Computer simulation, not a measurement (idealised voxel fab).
Title: Process Module voxel plated lines
It is cross-section cut that appears here, measuring 180 nm in width, its square cells being 5 nm in size.
Cross-section, as written here: a square-cell grid given band by band from the top down, where a band holds one or more rows of cells.
Read a band's entry like this: the first values are the height of its top and the height of its bottom in nm, and what follows is the sequence of materials from left to right, each with its width in nm. Note that "empty" is empty space, and that a single material marked "full width" reaches across the band from edge to edge.
Heads up on the height convention: 0 is the point under which the incoming wafer is all one material, and the lowest band has no bottom, it just keeps going down, like "0 and below".
A two-number width, for instance "30..40", indicates that the width is equal to the first number in the top row of the band and to the second number in the bottom row, and that it changes by a constant amount per row of cells.
When a step is marked "nothing was modified", none of the cells in the cross-section changed during that step.
You'll see "Enclosed empty spaces" listing empty spaces that have no way open to the top, as long as they're 8 cells or more; the notation is width x height at distance, where the distance is from the left edge, and all of it is in nm.
On each step's line, the part that comes after the settings is the simulator's own comment on the step.
overlay nm: how far to the right of its planned place the mask lay on this masked step (negative: to the left).
The steps planned for the process are as follows:
1: RECEIVE (material Si)
2: CONFORMAL_DEP (material Al2O3; thk nm 15)
3: DIRECTIONAL_DEP (material TiN; thk nm 5)
4: PATTERN (tone open; mask id LINES; material resist; width nm 15; pitch nm 35; thk nm 25; overlay nm 0)
5: EPI (material Ru; thk nm 10)
6: EPI (material Ru; thk nm 10)
7: STRIP (etch materials resist)
8: DIRECTIONAL_ETCH (etch materials TiN; depth nm 5)
9: CONFORMAL_DEP (material SiO2; thk nm 10)
Cross-section: wafer on arrival = after step 1:
  0 and below: Si full width
  Enclosed empty spaces: none
This is how the wafer looks in cross-section once the module is done, given the starting state and plan above and one mistake in carrying the plan out:
  50 down to 40: empty 55 nm, SiO2 70 nm, empty 55 nm
  40 down to 25: empty 55 nm, SiO2 10 nm, Ru 15 nm, SiO2 20 nm, Ru 15 nm, SiO2 10 nm, empty 55 nm
  25 down to 20: SiO2 65 nm, Ru 15 nm, SiO2 20 nm, Ru 15 nm, SiO2 65 nm
  20 down to 15: SiO2 65 nm, TiN 15 nm, SiO2 20 nm, TiN 15 nm, SiO2 65 nm
  15 down to 0: TiN full width
  0 and below: Si full width
  Enclosed empty spaces: none
What was done differently from what was planned? off-plan run, step 2, actual operation and settings CONFORMAL_DEP (material TiN; thk nm 15)
